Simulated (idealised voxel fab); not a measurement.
process module | voxel transistor to metal
cross-section cut | 295 nm wide | cells 5 nm
A cross-section is a grid of square cells, given in bands from the top down. A band is one or more rows of cells.
Each band's line starts with the height of the band's top and of its bottom, in nm. Then come its materials from left to right, each with its width in nm. One material with "throughout" fills the band from edge to edge. "air" is empty space.
Height 0 is the level under which the wafer as received is all one material. The lowest band goes on downwards, as in "0 down".
A width such as "30 to 40" changes by the same amount from each row of cells to the next, from the band's top row to its bottom row.
"no change" after a step means that no cell of the cross-section changed.
closed voids: empty space of 8 cells or more with no open way to the top, each as width x height at its distance from the left edge, in nm
after a step's settings: what the simulator itself notes on the step
overlay nm, on a step with a mask: how far to the right of its planned place the mask lay; to the left if negative
Each pair below shows a cross-section before one step and the cross-section after it, down to the lowest band that changed. The line under each pair gives the step between them, with its settings. The pairs can come from different runs of this module on the same starting wafer, so a pair continues from the pair above only where its "before" says so.
before
  40 to 25: air 65 | SiN 5 | SiCN 25 | SiN 5 | air 90 | SiN 5 | SiCN 25 | SiN 5 | air 70
  25 to 5: air 65 | SiN 5 | polySi 25 | SiN 5 | air 90 | SiN 5 | polySi 25 | SiN 5 | air 70
  5 to -5: SiO2 30 | SiN 5 | air 30 | SiN 5 | polySi 25 | SiN 5 | air 30 | SiN 5 | SiO2 20 | SiN 5 | air 30 | SiN 5 | polySi 25 | SiN 5 | air 30 | SiN 5 | SiO2 35
  -5 to -10: SiO2 throughout
  -10 to -40: SiO2 40 | Si 85 | SiO2 40 | Si 85 | SiO2 45
  -40 down: Si throughout
  closed voids: none
after
  40 to 25: air 65 | SiN 5 | SiCN 25 | SiN 5 | air 90 | SiN 5 | SiCN 25 | SiN 5 | air 70
  25 to 5: air 65 | SiN 5 | polySi 25 | SiN 5 | air 90 | SiN 5 | polySi 25 | SiN 5 | air 70
  5 to 0: air 30 | SiN 5 | air 30 | SiN 5 | polySi 25 | SiN 5 | air 30 | SiN 5 | air 20 | SiN 5 | air 30 | SiN 5 | polySi 25 | SiN 5 | air 30 | SiN 5 | air 35
  0 to -5: SiO2 30 | SiN 5 | air 30 | SiN 5 | polySi 25 | SiN 5 | air 30 | SiN 5 | SiO2 20 | SiN 5 | air 30 | SiN 5 | polySi 25 | SiN 5 | air 30 | SiN 5 | SiO2 35
  -5 to -10: SiO2 35 | air 30 | SiO2 35 | air 30 | SiO2 30 | air 30 | SiO2 35 | air 30 | SiO2 40
  below -10: unchanged
  closed voids: none
the step between: op DIRECTIONAL_ETCH | etch materials SiO2 | depth nm 5
before: the cross-section after the pair above
after
  40 to 25: air 65 | SiN 5 | SiCN 25 | SiN 5 | air 90 | SiN 5 | SiCN 25 | SiN 5 | air 70
  25 to 5: air 65 | SiN 5 | polySi 25 | SiN 5 | air 90 | SiN 5 | polySi 25 | SiN 5 | air 70
  5 to 0: air 30 | SiN 5 | air 30 | SiN 5 | polySi 25 | SiN 5 | air 30 | SiN 5 | air 20 | SiN 5 | air 30 | SiN 5 | polySi 25 | SiN 5 | air 30 | SiN 5 | air 35
  0 to -5: SiO2 30 | SiN 5 | air 30 | SiN 5 | polySi 25 | SiN 5 | air 30 | SiN 5 | SiO2 20 | SiN 5 | air 30 | SiN 5 | polySi 25 | SiN 5 | air 30 | SiN 5 | SiO2 35
  -5 to -10: SiO2 35 | nSi 30 | SiO2 35 | nSi 30 | SiO2 30 | nSi 30 | SiO2 35 | nSi 30 | SiO2 40
  below -10: unchanged
  closed voids: none
the step between: op EPI | material nSi | thk nm 5
before: the cross-section after the pair above
after
  45 to 40: SiO2 throughout
  40 to 25: SiO2 65 | SiN 5 | SiCN 25 | SiN 5 | SiO2 90 | SiN 5 | SiCN 25 | SiN 5 | SiO2 70
  25 to 5: SiO2 65 | SiN 5 | polySi 25 | SiN 5 | SiO2 90 | SiN 5 | polySi 25 | SiN 5 | SiO2 70
  5 to -5: SiO2 30 | SiN 5 | SiO2 30 | SiN 5 | polySi 25 | SiN 5 | SiO2 30 | SiN 5 | SiO2 20 | SiN 5 | SiO2 30 | SiN 5 | polySi 25 | SiN 5 | SiO2 30 | SiN 5 | SiO2 35
  below -5: unchanged
  closed voids: none
the step between: op FILL_DEP | material SiO2 | thk nm 5
before: the cross-section after the pair above
after
  40 to 25: SiO2 65 | SiN 5 | SiCN 25 | SiN 5 | SiO2 90 | SiN 5 | SiCN 25 | SiN 5 | SiO2 70
  below 25: unchanged
  closed voids: none
the step between: op CMP | height nm 40
before: the cross-section after the pair above
after
  50 to 40: SiO2 throughout
  below 40: unchanged
  closed voids: none
the step between: op DIRECTIONAL_DEP | material SiO2 | thk nm 10
before: the cross-section after the pair above
after
  60 to 50: aC throughout
  below 50: unchanged
  closed voids: none
the step between: op DIRECTIONAL_DEP | material aC | thk nm 10
before: the cross-section after the pair above
after
  90 to 60: resist 40 | air 25 | resist 35 | air 25 | resist 40 | air 25 | resist 35 | air 25 | resist 45
  below 60: unchanged
  closed voids: none
the step between: op PATTERN | tone open | mask id CONTACT | material resist | width nm 25 | thk nm 30 | overlay nm 0
before: the cross-section after the pair above
after
  80 to 60: resist 40 | air 25 | resist 35 | air 25 | resist 40 | air 25 | resist 35 | air 25 | resist 45
  60 to 50: aC 40 | air 25 | aC 35 | air 25 | aC 40 | air 25 | aC 35 | air 25 | aC 45
  below 50: unchanged
  closed voids: none
the step between: op DIRECTIONAL_ETCH | etch materials aC | depth nm 10
before: the cross-section after the pair above
after
  60 to 50: aC 40 | air 25 | aC 35 | air 25 | aC 40 | air 25 | aC 35 | air 25 | aC 45
  below 50: unchanged
  closed voids: none
the step between: op STRIP | etch materials resist
before: the cross-section after the pair above
after
  60 to 50: aC 40 | air 25 | aC 35 | air 25 | aC 40 | air 25 | aC 35 | air 25 | aC 45
  50 to 40: SiO2 40 | air 25 | SiO2 35 | air 25 | SiO2 40 | air 25 | SiO2 35 | air 25 | SiO2 45
  40 to 25: SiO2 40 | air 25 | SiN 5 | SiCN 25 | SiN 5 | air 25 | SiO2 40 | air 25 | SiN 5 | SiCN 25 | SiN 5 | air 25 | SiO2 45
  25 to 5: SiO2 40 | air 25 | SiN 5 | polySi 25 | SiN 5 | air 25 | SiO2 40 | air 25 | SiN 5 | polySi 25 | SiN 5 | air 25 | SiO2 45
  5 to -5: SiO2 30 | SiN 5 | SiO2 5 | air 25 | SiN 5 | polySi 25 | SiN 5 | air 25 | SiO2 5 | SiN 5 | SiO2 20 | SiN 5 | SiO2 5 | air 25 | SiN 5 | polySi 25 | SiN 5 | air 25 | SiO2 5 | SiN 5 | SiO2 35
  below -5: unchanged
  closed voids: none
the step between: op DIRECTIONAL_ETCH | etch materials SiO2 | depth nm 55
before: the cross-section after the pair above
after
  50 to 40: SiO2 40 | air 25 | SiO2 35 | air 25 | SiO2 40 | air 25 | SiO2 35 | air 25 | SiO2 45
  below 40: unchanged
  closed voids: none
the step between: op STRIP | etch materials aC
before: the cross-section after the pair above
after
  55 to 50: TiN 45 | air 15 | TiN 45 | air 15 | TiN 50 | air 15 | TiN 45 | air 15 | TiN 50
  50 to 40: SiO2 40 | TiN 5 | air 15 | TiN 5 | SiO2 35 | TiN 5 | air 15 | TiN 5 | SiO2 40 | TiN 5 | air 15 | TiN 5 | SiO2 35 | TiN 5 | air 15 | TiN 5 | SiO2 45
  40 to 25: SiO2 40 | TiN 5 | air 15 | TiN 5 | SiN 5 | SiCN 25 | SiN 5 | TiN 5 | air 15 | TiN 5 | SiO2 40 | TiN 5 | air 15 | TiN 5 | SiN 5 | SiCN 25 | SiN 5 | TiN 5 | air 15 | TiN 5 | SiO2 45
  25 to 5: SiO2 40 | TiN 5 | air 15 | TiN 5 | SiN 5 | polySi 25 | SiN 5 | TiN 5 | air 15 | TiN 5 | SiO2 40 | TiN 5 | air 15 | TiN 5 | SiN 5 | polySi 25 | SiN 5 | TiN 5 | air 15 | TiN 5 | SiO2 45
  5 to 0: SiO2 30 | SiN 5 | SiO2 5 | TiN 5 | air 15 | TiN 5 | SiN 5 | polySi 25 | SiN 5 | TiN 5 | air 15 | TiN 5 | SiO2 5 | SiN 5 | SiO2 20 | SiN 5 | SiO2 5 | TiN 5 | air 15 | TiN 5 | SiN 5 | polySi 25 | SiN 5 | TiN 5 | air 15 | TiN 5 | SiO2 5 | SiN 5 | SiO2 35
  0 to -5: SiO2 30 | SiN 5 | SiO2 5 | TiN 25 | SiN 5 | polySi 25 | SiN 5 | TiN 25 | SiO2 5 | SiN 5 | SiO2 20 | SiN 5 | SiO2 5 | TiN 25 | SiN 5 | polySi 25 | SiN 5 | TiN 25 | SiO2 5 | SiN 5 | SiO2 35
  below -5: unchanged
  closed voids: none
the step between: op CONFORMAL_DEP | material TiN | thk nm 5
before: the cross-section after the pair above
after
  65 to 55: Ru throughout
  55 to 50: TiN 45 | Ru 15 | TiN 45 | Ru 15 | TiN 50 | Ru 15 | TiN 45 | Ru 15 | TiN 50
  50 to 40: SiO2 40 | TiN 5 | Ru 15 | TiN 5 | SiO2 35 | TiN 5 | Ru 15 | TiN 5 | SiO2 40 | TiN 5 | Ru 15 | TiN 5 | SiO2 35 | TiN 5 | Ru 15 | TiN 5 | SiO2 45
  40 to 25: SiO2 40 | TiN 5 | Ru 15 | TiN 5 | SiN 5 | SiCN 25 | SiN 5 | TiN 5 | Ru 15 | TiN 5 | SiO2 40 | TiN 5 | Ru 15 | TiN 5 | SiN 5 | SiCN 25 | SiN 5 | TiN 5 | Ru 15 | TiN 5 | SiO2 45
  25 to 5: SiO2 40 | TiN 5 | Ru 15 | TiN 5 | SiN 5 | polySi 25 | SiN 5 | TiN 5 | Ru 15 | TiN 5 | SiO2 40 | TiN 5 | Ru 15 | TiN 5 | SiN 5 | polySi 25 | SiN 5 | TiN 5 | Ru 15 | TiN 5 | SiO2 45
  5 to 0: SiO2 30 | SiN 5 | SiO2 5 | TiN 5 | Ru 15 | TiN 5 | SiN 5 | polySi 25 | SiN 5 | TiN 5 | Ru 15 | TiN 5 | SiO2 5 | SiN 5 | SiO2 20 | SiN 5 | SiO2 5 | TiN 5 | Ru 15 | TiN 5 | SiN 5 | polySi 25 | SiN 5 | TiN 5 | Ru 15 | TiN 5 | SiO2 5 | SiN 5 | SiO2 35
  below 0: unchanged
  closed voids: none
the step between: op FILL_DEP | material Ru | thk nm 10
before: the cross-section after the pair above
after
  50 to 40: SiO2 40 | TiN 5 | Ru 15 | TiN 5 | SiO2 35 | TiN 5 | Ru 15 | TiN 5 | SiO2 40 | TiN 5 | Ru 15 | TiN 5 | SiO2 35 | TiN 5 | Ru 15 | TiN 5 | SiO2 45
  below 40: unchanged
  closed voids: none
the step between: op CMP | height nm 50
before: the cross-section after the pair above
after
  55 to 50: TiN throughout
  below 50: unchanged
  closed voids: none
the step between: op DIRECTIONAL_DEP | material TiN | thk nm 5
before: the cross-section after the pair above
after
  70 to 55: W throughout
  below 55: unchanged
  closed voids: none
the step between: op DIRECTIONAL_DEP | material W | thk nm 15
before: the cross-section after the pair above
after
  85 to 70: aC throughout
  below 70: unchanged
  closed voids: none
the step between: op DIRECTIONAL_DEP | material aC | thk nm 15
before: the cross-section after the pair above
after
  120 to 85: air 40 | resist 15 | air 55 | resist 15 | air 40 | resist 15 | air 55 | resist 15 | air 45
  below 85: unchanged
  closed voids: none
the step between: op PATTERN | tone cover | mask id METAL_1 | material resist | width nm 15 | thk nm 35 | overlay nm 0
before: the cross-section after the pair above
after
  105 to 85: air 40 | resist 15 | air 55 | resist 15 | air 40 | resist 15 | air 55 | resist 15 | air 45
  85 to 70: air 40 | aC 15 | air 55 | aC 15 | air 40 | aC 15 | air 55 | aC 15 | air 45
  below 70: unchanged
  closed voids: none
the step between: op DIRECTIONAL_ETCH | etch materials aC | depth nm 15
before: the cross-section after the pair above
after
  85 to 70: air 40 | aC 15 | air 55 | aC 15 | air 40 | aC 15 | air 55 | aC 15 | air 45
  below 70: unchanged
  closed voids: none
the step between: op STRIP | etch materials resist
before: the cross-section after the pair above
after
  85 to 70: air 40 | aC 15 | air 55 | aC 15 | air 40 | aC 15 | air 55 | aC 15 | air 45
  70 to 55: air 40 | W 15 | air 55 | W 15 | air 40 | W 15 | air 55 | W 15 | air 45
  below 55: unchanged
  closed voids: none
the step between: op DIRECTIONAL_ETCH | etch materials W | depth nm 15
before: the cross-section after the pair above
after
  85 to 70: air 40 | aC 15 | air 55 | aC 15 | air 40 | aC 15 | air 55 | aC 15 | air 45
  70 to 55: air 40 | W 15 | air 55 | W 15 | air 40 | W 15 | air 55 | W 15 | air 45
  55 to 50: air 40 | TiN 15 | air 55 | TiN 15 | air 40 | TiN 15 | air 55 | TiN 15 | air 45
  below 50: unchanged
  closed voids: none
the step between: op DIRECTIONAL_ETCH | etch materials TiN | depth nm 5
before: the cross-section after the pair above
after
  70 to 55: air 40 | W 15 | air 55 | W 15 | air 40 | W 15 | air 55 | W 15 | air 45
  below 55: unchanged
  closed voids: none
the step between: op STRIP | etch materials aC
before: the cross-section after the pair above
after
  75 to 70: SiO2 throughout
  70 to 55: SiO2 40 | W 15 | SiO2 55 | W 15 | SiO2 40 | W 15 | SiO2 55 | W 15 | SiO2 45
  55 to 50: SiO2 40 | TiN 15 | SiO2 55 | TiN 15 | SiO2 40 | TiN 15 | SiO2 55 | TiN 15 | SiO2 45
  below 50: unchanged
  closed voids: none
the step between: op FILL_DEP | material SiO2 | thk nm 5
before: the cross-section after the pair above
after
  70 to 55: SiO2 40 | W 15 | SiO2 55 | W 15 | SiO2 40 | W 15 | SiO2 55 | W 15 | SiO2 45
  below 55: unchanged
  closed voids: none
the step between: op CMP | height nm 70
before: the cross-section after the pair above
after
  75 to 70: SiN throughout
  below 70: unchanged
  closed voids: none
the step between: op CONFORMAL_DEP | material SiN | thk nm 5
before
  50 to 40: SiCN 30 | air 105 | SiCN 20 | air 105 | SiCN 35
  40 to 35: SiCN throughout
  35 to 25: polySi 30 | SiCN 105 | polySi 20 | SiCN 105 | polySi 35
  25 to 5: polySi throughout
  5 to -5: SiO2 30 | polySi 105 | SiO2 20 | polySi 105 | SiO2 35
  -5 to -10: SiO2 throughout
  -10 to -45: SiO2 40 | Si 85 | SiO2 40 | Si 85 | SiO2 45
  -45 down: Si throughout
  closed voids: none
after
  40 to 35: air 75 | SiCN 20 | air 105 | SiCN 20 | air 75
  35 to 25: polySi 30 | air 45 | SiCN 20 | air 40 | polySi 20 | air 45 | SiCN 20 | air 40 | polySi 35
  below 25: unchanged
  closed voids: none
the step between: op MASKED_ETCH | tone cover | mask id GATE | width nm 20 | pitch nm 125 | etch materials SiCN | depth nm 25 | overlay nm 0
before: the cross-section after the pair above
after
  40 to 25: air 75 | SiCN 20 | air 105 | SiCN 20 | air 75
  25 to 5: air 70 | polySi 25 | air 100 | polySi 25 | air 75
  5 to -5: SiO2 30 | air 40 | polySi 25 | air 40 | SiO2 20 | air 40 | polySi 25 | air 40 | SiO2 35
  below -5: unchanged
  closed voids: none
the step between: op MASKED_ETCH | tone cover | mask id GATE | width nm 25 | pitch nm 125 | etch materials polySi | depth nm 40 | overlay nm 0
before: the cross-section after the pair above
after
  45 to 40: air 70 | SiN 30 | air 95 | SiN 30 | air 70
  40 to 30: air 70 | SiN 5 | SiCN 20 | SiN 5 | air 95 | SiN 5 | SiCN 20 | SiN 5 | air 70
  30 to 25: air 65 | SiN 10 | SiCN 20 | SiN 5 | air 90 | SiN 10 | SiCN 20 | SiN 5 | air 70
  25 to 10: air 65 | SiN 5 | polySi 25 | SiN 5 | air 90 | SiN 5 | polySi 25 | SiN 5 | air 70
  10 to 5: SiN 35 | air 30 | SiN 5 | polySi 25 | SiN 5 | air 30 | SiN 30 | air 30 | SiN 5 | polySi 25 | SiN 5 | air 30 | SiN 40
  5 to 0: SiO2 30 | SiN 5 | air 30 | SiN 5 | polySi 25 | SiN 5 | air 30 | SiN 5 | SiO2 20 | SiN 5 | air 30 | SiN 5 | polySi 25 | SiN 5 | air 30 | SiN 5 | SiO2 35
  0 to -5: SiO2 30 | SiN 40 | polySi 25 | SiN 40 | SiO2 20 | SiN 40 | polySi 25 | SiN 40 | SiO2 35
  below -5: unchanged
  closed voids: none
the step between: op CONFORMAL_DEP | material SiN | thk nm 5
before: the cross-section after the pair above
after
  40 to 25: air 70 | SiN 5 | SiCN 20 | SiN 5 | air 95 | SiN 5 | SiCN 20 | SiN 5 | air 70
  25 to 5: air 65 | SiN 5 | polySi 25 | SiN 5 | air 90 | SiN 5 | polySi 25 | SiN 5 | air 70
  5 to -5: SiO2 30 | SiN 5 | air 30 | SiN 5 | polySi 25 | SiN 5 | air 30 | SiN 5 | SiO2 20 | SiN 5 | air 30 | SiN 5 | polySi 25 | SiN 5 | air 30 | SiN 5 | SiO2 35
  below -5: unchanged
  closed voids: none
the step between: op DIRECTIONAL_ETCH | etch materials SiN | depth nm 5
before: the cross-section after the pair above
after
  40 to 25: air 70 | SiN 5 | SiCN 20 | SiN 5 | air 95 | SiN 5 | SiCN 20 | SiN 5 | air 70
  25 to 5: air 65 | SiN 5 | polySi 25 | SiN 5 | air 90 | SiN 5 | polySi 25 | SiN 5 | air 70
  5 to 0: air 30 | SiN 5 | air 30 | SiN 5 | polySi 25 | SiN 5 | air 30 | SiN 5 | air 20 | SiN 5 | air 30 | SiN 5 | polySi 25 | SiN 5 | air 30 | SiN 5 | air 35
  0 to -5: SiO2 30 | SiN 5 | air 30 | SiN 5 | polySi 25 | SiN 5 | air 30 | SiN 5 | SiO2 20 | SiN 5 | air 30 | SiN 5 | polySi 25 | SiN 5 | air 30 | SiN 5 | SiO2 35
  -5 to -10: SiO2 35 | air 30 | SiO2 35 | air 30 | SiO2 30 | air 30 | SiO2 35 | air 30 | SiO2 40
  below -10: unchanged
  closed voids: none
the step between: op DIRECTIONAL_ETCH | etch materials SiO2 | depth nm 5
before: the cross-section after the pair above
after
  40 to 25: air 70 | SiN 5 | SiCN 20 | SiN 5 | air 95 | SiN 5 | SiCN 20 | SiN 5 | air 70
  25 to 5: air 65 | SiN 5 | polySi 25 | SiN 5 | air 90 | SiN 5 | polySi 25 | SiN 5 | air 70
  5 to 0: air 30 | SiN 5 | air 30 | SiN 5 | polySi 25 | SiN 5 | air 30 | SiN 5 | air 20 | SiN 5 | air 30 | SiN 5 | polySi 25 | SiN 5 | air 30 | SiN 5 | air 35
  0 to -5: SiO2 30 | SiN 5 | air 30 | SiN 5 | polySi 25 | SiN 5 | air 30 | SiN 5 | SiO2 20 | SiN 5 | air 30 | SiN 5 | polySi 25 | SiN 5 | air 30 | SiN 5 | SiO2 35
  -5 to -10: SiO2 35 | nSi 30 | SiO2 35 | nSi 30 | SiO2 30 | nSi 30 | SiO2 35 | nSi 30 | SiO2 40
  below -10: unchanged
  closed voids: none
the step between: op EPI | material nSi | thk nm 5
before: the cross-section after the pair above
after
  45 to 40: SiO2 throughout
  40 to 25: SiO2 70 | SiN 5 | SiCN 20 | SiN 5 | SiO2 95 | SiN 5 | SiCN 20 | SiN 5 | SiO2 70
  25 to 5: SiO2 65 | SiN 5 | polySi 25 | SiN 5 | SiO2 90 | SiN 5 | polySi 25 | SiN 5 | SiO2 70
  5 to -5: SiO2 30 | SiN 5 | SiO2 30 | SiN 5 | polySi 25 | SiN 5 | SiO2 30 | SiN 5 | SiO2 20 | SiN 5 | SiO2 30 | SiN 5 | polySi 25 | SiN 5 | SiO2 30 | SiN 5 | SiO2 35
  below -5: unchanged
  closed voids: none
the step between: op FILL_DEP | material SiO2 | thk nm 5
before: the cross-section after the pair above
after
  40 to 25: SiO2 70 | SiN 5 | SiCN 20 | SiN 5 | SiO2 95 | SiN 5 | SiCN 20 | SiN 5 | SiO2 70
  below 25: unchanged
  closed voids: none
the step between: op CMP | height nm 40
before: the cross-section after the pair above
after
  50 to 40: SiO2 throughout
  below 40: unchanged
  closed voids: none
the step between: op DIRECTIONAL_DEP | material SiO2 | thk nm 10
before: the cross-section after the pair above
after
  60 to 50: aC throughout
  below 50: unchanged
  closed voids: none
the step between: op DIRECTIONAL_DEP | material aC | thk nm 10
before: the cross-section after the pair above
after
  90 to 60: resist 40 | air 25 | resist 35 | air 25 | resist 40 | air 25 | resist 35 | air 25 | resist 45
  below 60: unchanged
  closed voids: none
the step between: op PATTERN | tone open | mask id CONTACT | material resist | width nm 25 | thk nm 30 | overlay nm 0
before: the cross-section after the pair above
after
  80 to 60: resist 40 | air 25 | resist 35 | air 25 | resist 40 | air 25 | resist 35 | air 25 | resist 45
  60 to 50: aC 40 | air 25 | aC 35 | air 25 | aC 40 | air 25 | aC 35 | air 25 | aC 45
  below 50: unchanged
  closed voids: none
the step between: op DIRECTIONAL_ETCH | etch materials aC | depth nm 10
before: the cross-section after the pair above
after
  60 to 50: aC 40 | air 25 | aC 35 | air 25 | aC 40 | air 25 | aC 35 | air 25 | aC 45
  below 50: unchanged
  closed voids: none
the step between: op STRIP | etch materials resist
before: the cross-section after the pair above
after
  60 to 50: aC 40 | air 25 | aC 35 | air 25 | aC 40 | air 25 | aC 35 | air 25 | aC 45
  50 to 40: SiO2 40 | air 25 | SiO2 35 | air 25 | SiO2 40 | air 25 | SiO2 35 | air 25 | SiO2 45
  40 to 25: SiO2 40 | air 25 | SiO2 5 | SiN 5 | SiCN 20 | SiN 5 | air 25 | SiO2 40 | air 25 | SiO2 5 | SiN 5 | SiCN 20 | SiN 5 | air 25 | SiO2 45
  25 to 5: SiO2 40 | air 25 | SiN 5 | polySi 25 | SiN 5 | air 25 | SiO2 40 | air 25 | SiN 5 | polySi 25 | SiN 5 | air 25 | SiO2 45
  5 to -5: SiO2 30 | SiN 5 | SiO2 5 | air 25 | SiN 5 | polySi 25 | SiN 5 | air 25 | SiO2 5 | SiN 5 | SiO2 20 | SiN 5 | SiO2 5 | air 25 | SiN 5 | polySi 25 | SiN 5 | air 25 | SiO2 5 | SiN 5 | SiO2 35
  below -5: unchanged
  closed voids: none
the step between: op DIRECTIONAL_ETCH | etch materials SiO2 | depth nm 55
before: the cross-section after the pair above
after
  50 to 40: SiO2 40 | air 25 | SiO2 35 | air 25 | SiO2 40 | air 25 | SiO2 35 | air 25 | SiO2 45
  below 40: unchanged
  closed voids: none
the step between: op STRIP | etch materials aC
before: the cross-section after the pair above
after
  55 to 50: TiN 45 | air 15 | TiN 45 | air 15 | TiN 50 | air 15 | TiN 45 | air 15 | TiN 50
  50 to 40: SiO2 40 | TiN 5 | air 15 | TiN 5 | SiO2 35 | TiN 5 | air 15 | TiN 5 | SiO2 40 | TiN 5 | air 15 | TiN 5 | SiO2 35 | TiN 5 | air 15 | TiN 5 | SiO2 45
  40 to 25: SiO2 40 | TiN 5 | air 15 | TiN 5 | SiO2 5 | SiN 5 | SiCN 20 | SiN 5 | TiN 5 | air 15 | TiN 5 | SiO2 40 | TiN 5 | air 15 | TiN 5 | SiO2 5 | SiN 5 | SiCN 20 | SiN 5 | TiN 5 | air 15 | TiN 5 | SiO2 45
  25 to 5: SiO2 40 | TiN 5 | air 15 | TiN 5 | SiN 5 | polySi 25 | SiN 5 | TiN 5 | air 15 | TiN 5 | SiO2 40 | TiN 5 | air 15 | TiN 5 | SiN 5 | polySi 25 | SiN 5 | TiN 5 | air 15 | TiN 5 | SiO2 45
  5 to 0: SiO2 30 | SiN 5 | SiO2 5 | TiN 5 | air 15 | TiN 5 | SiN 5 | polySi 25 | SiN 5 | TiN 5 | air 15 | TiN 5 | SiO2 5 | SiN 5 | SiO2 20 | SiN 5 | SiO2 5 | TiN 5 | air 15 | TiN 5 | SiN 5 | polySi 25 | SiN 5 | TiN 5 | air 15 | TiN 5 | SiO2 5 | SiN 5 | SiO2 35
  0 to -5: SiO2 30 | SiN 5 | SiO2 5 | TiN 25 | SiN 5 | polySi 25 | SiN 5 | TiN 25 | SiO2 5 | SiN 5 | SiO2 20 | SiN 5 | SiO2 5 | TiN 25 | SiN 5 | polySi 25 | SiN 5 | TiN 25 | SiO2 5 | SiN 5 | SiO2 35
  below -5: unchanged
  closed voids: none
the step between: op CONFORMAL_DEP | material TiN | thk nm 5
before: the cross-section after the pair above
after
  65 to 55: Ru throughout
  55 to 50: TiN 45 | Ru 15 | TiN 45 | Ru 15 | TiN 50 | Ru 15 | TiN 45 | Ru 15 | TiN 50
  50 to 40: SiO2 40 | TiN 5 | Ru 15 | TiN 5 | SiO2 35 | TiN 5 | Ru 15 | TiN 5 | SiO2 40 | TiN 5 | Ru 15 | TiN 5 | SiO2 35 | TiN 5 | Ru 15 | TiN 5 | SiO2 45
  40 to 25: SiO2 40 | TiN 5 | Ru 15 | TiN 5 | SiO2 5 | SiN 5 | SiCN 20 | SiN 5 | TiN 5 | Ru 15 | TiN 5 | SiO2 40 | TiN 5 | Ru 15 | TiN 5 | SiO2 5 | SiN 5 | SiCN 20 | SiN 5 | TiN 5 | Ru 15 | TiN 5 | SiO2 45
  25 to 5: SiO2 40 | TiN 5 | Ru 15 | TiN 5 | SiN 5 | polySi 25 | SiN 5 | TiN 5 | Ru 15 | TiN 5 | SiO2 40 | TiN 5 | Ru 15 | TiN 5 | SiN 5 | polySi 25 | SiN 5 | TiN 5 | Ru 15 | TiN 5 | SiO2 45
  5 to 0: SiO2 30 | SiN 5 | SiO2 5 | TiN 5 | Ru 15 | TiN 5 | SiN 5 | polySi 25 | SiN 5 | TiN 5 | Ru 15 | TiN 5 | SiO2 5 | SiN 5 | SiO2 20 | SiN 5 | SiO2 5 | TiN 5 | Ru 15 | TiN 5 | SiN 5 | polySi 25 | SiN 5 | TiN 5 | Ru 15 | TiN 5 | SiO2 5 | SiN 5 | SiO2 35
  below 0: unchanged
  closed voids: none
the step between: op FILL_DEP | material Ru | thk nm 10
before: the cross-section after the pair above
after
  50 to 40: SiO2 40 | TiN 5 | Ru 15 | TiN 5 | SiO2 35 | TiN 5 | Ru 15 | TiN 5 | SiO2 40 | TiN 5 | Ru 15 | TiN 5 | SiO2 35 | TiN 5 | Ru 15 | TiN 5 | SiO2 45
  below 40: unchanged
  closed voids: none
the step between: op CMP | height nm 50
before: the cross-section after the pair above
after
  55 to 50: TiN throughout
  below 50: unchanged
  closed voids: none
the step between: op DIRECTIONAL_DEP | material TiN | thk nm 5
before: the cross-section after the pair above
after
  70 to 55: W throughout
  below 55: unchanged
  closed voids: none
the step between: op DIRECTIONAL_DEP | material W | thk nm 15
before: the cross-section after the pair above
after
  85 to 70: aC throughout
  below 70: unchanged
  closed voids: none
the step between: op DIRECTIONAL_DEP | material aC | thk nm 15
before: the cross-section after the pair above
after
  120 to 85: air 40 | resist 15 | air 55 | resist 15 | air 40 | resist 15 | air 55 | resist 15 | air 45
  below 85: unchanged
  closed voids: none
the step between: op PATTERN | tone cover | mask id METAL_1 | material resist | width nm 15 | thk nm 35 | overlay nm 0
before: the cross-section after the pair above
after
  105 to 85: air 40 | resist 15 | air 55 | resist 15 | air 40 | resist 15 | air 55 | resist 15 | air 45
  85 to 70: air 40 | aC 15 | air 55 | aC 15 | air 40 | aC 15 | air 55 | aC 15 | air 45
  below 70: unchanged
  closed voids: none
the step between: op DIRECTIONAL_ETCH | etch materials aC | depth nm 15
before: the cross-section after the pair above
after
  85 to 70: air 40 | aC 15 | air 55 | aC 15 | air 40 | aC 15 | air 55 | aC 15 | air 45
  below 70: unchanged
  closed voids: none
the step between: op STRIP | etch materials resist
before: the cross-section after the pair above
after
  85 to 70: air 40 | aC 15 | air 55 | aC 15 | air 40 | aC 15 | air 55 | aC 15 | air 45
  70 to 55: air 40 | W 15 | air 55 | W 15 | air 40 | W 15 | air 55 | W 15 | air 45
  below 55: unchanged
  closed voids: none
the step between: op DIRECTIONAL_ETCH | etch materials W | depth nm 15
before: the cross-section after the pair above
after
  85 to 70: air 40 | aC 15 | air 55 | aC 15 | air 40 | aC 15 | air 55 | aC 15 | air 45
  70 to 55: air 40 | W 15 | air 55 | W 15 | air 40 | W 15 | air 55 | W 15 | air 45
  55 to 50: air 40 | TiN 15 | air 55 | TiN 15 | air 40 | TiN 15 | air 55 | TiN 15 | air 45
  below 50: unchanged
  closed voids: none
the step between: op DIRECTIONAL_ETCH | etch materials TiN | depth nm 5
before: the cross-section after the pair above
after
  70 to 55: air 40 | W 15 | air 55 | W 15 | air 40 | W 15 | air 55 | W 15 | air 45
  below 55: unchanged
  closed voids: none
the step between: op STRIP | etch materials aC
before: the cross-section after the pair above
after
  75 to 70: SiO2 throughout
  70 to 55: SiO2 40 | W 15 | SiO2 55 | W 15 | SiO2 40 | W 15 | SiO2 55 | W 15 | SiO2 45
  55 to 50: SiO2 40 | TiN 15 | SiO2 55 | TiN 15 | SiO2 40 | TiN 15 | SiO2 55 | TiN 15 | SiO2 45
  below 50: unchanged
  closed voids: none
the step between: op FILL_DEP | material SiO2 | thk nm 5
before: the cross-section after the pair above
after
  70 to 55: SiO2 40 | W 15 | SiO2 55 | W 15 | SiO2 40 | W 15 | SiO2 55 | W 15 | SiO2 45
  below 55: unchanged
  closed voids: none
the step between: op CMP | height nm 70
before: the cross-section after the pair above
after
  75 to 70: SiN throughout
  below 70: unchanged
  closed voids: none
the step between: op CONFORMAL_DEP | material SiN | thk nm 5
